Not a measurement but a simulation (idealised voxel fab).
process module | voxel transistor to metal
cross-section cut | 225 nm wide | cells 5 nm
A cross-section is a grid of square cells, given in bands from the top down. A band is one or more rows of cells.
Each band's line starts with the height of the band's top and of its bottom, in nm. Then come its materials from left to right, each with its width in nm. One material with "throughout" fills the band from edge to edge. "air" is empty space.
Height 0 is the level under which the wafer as received is all one material. The lowest band goes on downwards, as in "0 down".
A width such as "30 to 40" changes by the same amount from each row of cells to the next, from the band's top row to its bottom row.
"no change" after a step means that no cell of the cross-section changed.
closed voids: empty space of 8 cells or more with no open way to the top, each as width x height at its distance from the left edge, in nm
after a step's settings: what the simulator itself notes on the step
overlay nm, on a step with a mask: how far to the right of its planned place the mask lay; to the left if negative
plan
1 op RECEIVE | material Si
2 op CONFORMAL_DEP | material SiO2 | thk nm 5
3 op CONFORMAL_DEP | material SiN | thk nm 15
4 op MASKED_ETCH | tone cover | mask id ACTIVE | width nm 85 | pitch nm 110 | etch materials SiN | depth nm 15 | overlay nm 0
5 op MASKED_ETCH | tone cover | mask id ACTIVE | width nm 85 | pitch nm 110 | etch materials SiO2 | depth nm 5 | overlay nm 0
6 op MASKED_ETCH | tone cover | mask id ACTIVE | width nm 85 | pitch nm 110 | etch materials Si | depth nm 30 | overlay nm 0
7 op OXIDIZE | depth nm 5
8 op FILL_DEP | material SiO2 | thk nm 10
9 op CMP | height nm 20
10 op SELECTIVE_ETCH | etch materials SiO2 | depth nm 10
11 op STRIP | etch materials SiN
12 op SELECTIVE_ETCH | etch materials SiO2 | depth nm 5
13 op OXIDIZE | depth nm 5
14 op DIRECTIONAL_DEP | material polySi | thk nm 25
15 op DIRECTIONAL_DEP | material SiCN | thk nm 15
16 op DIRECTIONAL_DEP | material aC | thk nm 10
17 op PATTERN | tone cover | mask id GATE | material resist | width nm 15 | pitch nm 110 | thk nm 30 | overlay nm 0
18 op DIRECTIONAL_ETCH | etch materials aC | depth nm 10
19 op STRIP | etch materials resist
20 op DIRECTIONAL_ETCH | etch materials SiCN | depth nm 25
21 op DIRECTIONAL_ETCH | etch materials polySi | depth nm 35
22 op STRIP | etch materials aC
23 op CONFORMAL_DEP | material SiN | thk nm 5
24 op DIRECTIONAL_ETCH | etch materials SiN | depth nm 5
25 op DIRECTIONAL_ETCH | etch materials SiO2 | depth nm 5
26 op DIRECTIONAL_ETCH | etch materials Si | depth nm 15
27 op EPI | material pSi | thk nm 15
28 op FILL_DEP | material SiO2 | thk nm 10
29 op CMP | height nm 40
30 op DIRECTIONAL_DEP | material SiO2 | thk nm 15
31 op MASKED_ETCH | tone open | mask id CONTACT | width nm 15 | etch materials SiO2 | depth nm 60 | overlay nm 0
32 op CONFORMAL_DEP | material TiN | thk nm 5
33 op FILL_DEP | material W | thk nm 5
34 op CMP | height nm 55
35 op CONFORMAL_DEP | material SiCN | thk nm 5
36 op DIRECTIONAL_DEP | material SiO2 | thk nm 15
37 op MASKED_ETCH | tone open | mask id METAL_1 | width nm 15 | etch materials SiO2 | depth nm 15 | overlay nm 0
38 op MASKED_ETCH | tone open | mask id METAL_1 | width nm 15 | etch materials SiCN | depth nm 5 | overlay nm 0
39 op CONFORMAL_DEP | material TiN | thk nm 5
40 op FILL_DEP | material Ru | thk nm 10
41 op CMP | height nm 75
42 op CONFORMAL_DEP | material SiN | thk nm 5
as received, after step 1
  0 down: Si throughout
  closed voids: none
first wafer at the end, as planned
  80 to 75: SiN throughout
  75 to 60: SiO2 20 | TiN 5 | Ru 5 | TiN 5 | SiO2 45 | TiN 5 | Ru 5 | TiN 5 | SiO2 35 | TiN 5 | Ru 5 | TiN 5 | SiO2 45 | TiN 5 | Ru 5 | TiN 5 | SiO2 20
  60 to 55: SiCN 20 | TiN 15 | SiCN 45 | TiN 15 | SiCN 35 | TiN 15 | SiCN 45 | TiN 15 | SiCN 20
  55 to 40: SiO2 20 | TiN 5 | W 5 | TiN 5 | SiO2 45 | TiN 5 | W 5 | TiN 5 | SiO2 35 | TiN 5 | W 5 | TiN 5 | SiO2 45 | TiN 5 | W 5 | TiN 5 | SiO2 20
  40 to 25: SiO2 20 | TiN 5 | W 5 | TiN 5 | SiO2 10 | SiN 5 | SiCN 15 | SiN 5 | SiO2 10 | TiN 5 | W 5 | TiN 5 | SiO2 35 | TiN 5 | W 5 | TiN 5 | SiO2 10 | SiN 5 | SiCN 15 | SiN 5 | SiO2 10 | TiN 5 | W 5 | TiN 5 | SiO2 20
  25 to 15: SiO2 20 | TiN 5 | W 5 | TiN 5 | SiO2 10 | SiN 5 | polySi 15 | SiN 5 | SiO2 10 | TiN 5 | W 5 | TiN 5 | SiO2 35 | TiN 5 | W 5 | TiN 5 | SiO2 10 | SiN 5 | polySi 15 | SiN 5 | SiO2 10 | TiN 5 | W 5 | TiN 5 | SiO2 20
  15 to 10: SiO2 20 | TiN 15 | SiO2 10 | SiN 5 | polySi 15 | SiN 5 | SiO2 10 | TiN 15 | SiO2 35 | TiN 15 | SiO2 10 | SiN 5 | polySi 15 | SiN 5 | SiO2 10 | TiN 15 | SiO2 20
  10 to 5: SiO2 20 | TiN 10 | pSi 15 | SiN 5 | polySi 15 | SiN 5 | pSi 15 | TiN 10 | SiO2 35 | TiN 10 | pSi 15 | SiN 5 | polySi 15 | SiN 5 | pSi 15 | TiN 10 | SiO2 20
  5 to 0: SiO2 10 | SiN 5 | SiO2 5 | TiN 10 | pSi 15 | SiN 5 | polySi 15 | SiN 5 | pSi 15 | TiN 10 | SiO2 5 | SiN 5 | SiO2 15 | SiN 5 | SiO2 5 | TiN 10 | pSi 15 | SiN 5 | polySi 15 | SiN 5 | pSi 15 | TiN 10 | SiO2 5 | SiN 5 | SiO2 10
  0 to -5: SiO2 20 | TiN 10 | pSi 15 | SiO2 25 | pSi 15 | TiN 10 | SiO2 35 | TiN 10 | pSi 15 | SiO2 25 | pSi 15 | TiN 10 | SiO2 20
  -5 to -20: SiO2 20 | pSi 25 | Si 25 | pSi 25 | SiO2 35 | pSi 25 | Si 25 | pSi 25 | SiO2 20
  -20 to -35: SiO2 20 | Si 75 | SiO2 35 | Si 75 | SiO2 20
  -35 down: Si throughout
  closed voids: none
second wafer at the end: like start, like plan, one mistake
  80 to 75: SiN throughout
  75 to 60: SiO2 20 | TiN 5 | Ru 5 | TiN 5 | SiO2 45 | TiN 5 | Ru 5 | TiN 5 | SiO2 35 | TiN 5 | Ru 5 | TiN 5 | SiO2 45 | TiN 5 | Ru 5 | TiN 5 | SiO2 20
  60 to 55: SiCN 20 | TiN 15 | SiCN 45 | TiN 15 | SiCN 35 | TiN 15 | SiCN 45 | TiN 15 | SiCN 20
  55 to 40: SiO2 20 | TiN 5 | W 5 | TiN 5 | SiO2 45 | TiN 5 | W 5 | TiN 5 | SiO2 35 | TiN 5 | W 5 | TiN 5 | SiO2 45 | TiN 5 | W 5 | TiN 5 | SiO2 20
  40 to 25: SiO2 20 | TiN 5 | W 5 | TiN 5 | SiO2 10 | SiN 5 | SiCN 15 | SiN 5 | SiO2 10 | TiN 5 | W 5 | TiN 5 | SiO2 35 | TiN 5 | W 5 | TiN 5 | SiO2 10 | SiN 5 | SiCN 15 | SiN 5 | SiO2 10 | TiN 5 | W 5 | TiN 5 | SiO2 20
  25 to 15: SiO2 20 | TiN 5 | W 5 | TiN 5 | SiO2 10 | SiN 5 | polySi 15 | SiN 5 | SiO2 10 | TiN 5 | W 5 | TiN 5 | SiO2 35 | TiN 5 | W 5 | TiN 5 | SiO2 10 | SiN 5 | polySi 15 | SiN 5 | SiO2 10 | TiN 5 | W 5 | TiN 5 | SiO2 20
  15 to 10: SiO2 20 | TiN 15 | SiO2 10 | SiN 5 | polySi 15 | SiN 5 | SiO2 10 | TiN 15 | SiO2 35 | TiN 15 | SiO2 10 | SiN 5 | polySi 15 | SiN 5 | SiO2 10 | TiN 15 | SiO2 20
  10 to 5: SiO2 20 | TiN 10 | pSi 15 | SiN 5 | polySi 15 | SiN 5 | pSi 15 | TiN 10 | SiO2 35 | TiN 10 | pSi 15 | SiN 5 | polySi 15 | SiN 5 | pSi 15 | TiN 10 | SiO2 20
  5 to 0: SiO2 10 | SiN 5 | SiO2 5 | TiN 10 | pSi 15 | SiN 5 | polySi 15 | SiN 5 | pSi 15 | TiN 10 | SiO2 5 | SiN 5 | SiO2 15 | SiN 5 | SiO2 5 | TiN 10 | pSi 15 | SiN 5 | polySi 15 | SiN 5 | pSi 15 | TiN 10 | SiO2 5 | SiN 5 | SiO2 10
  0 to -5: SiO2 20 | TiN 10 | pSi 15 | SiO2 25 | pSi 15 | TiN 10 | SiO2 35 | TiN 10 | pSi 15 | SiO2 25 | pSi 15 | TiN 10 | SiO2 20
  -5 to -20: SiO2 20 | pSi 25 | Si 25 | pSi 25 | SiO2 35 | pSi 25 | Si 25 | pSi 25 | SiO2 20
  -20 to -45: SiO2 20 | Si 75 | SiO2 35 | Si 75 | SiO2 20
  -45 down: Si throughout
  closed voids: none
what went wrong: step 6 ran as: op MASKED_ETCH | tone cover | mask id ACTIVE | width nm 85 | pitch nm 110 | etch materials Si | depth nm 40 | overlay nm 0
at the end the second wafer has, in cells: 30 fewer of Si | 30 more of SiO2
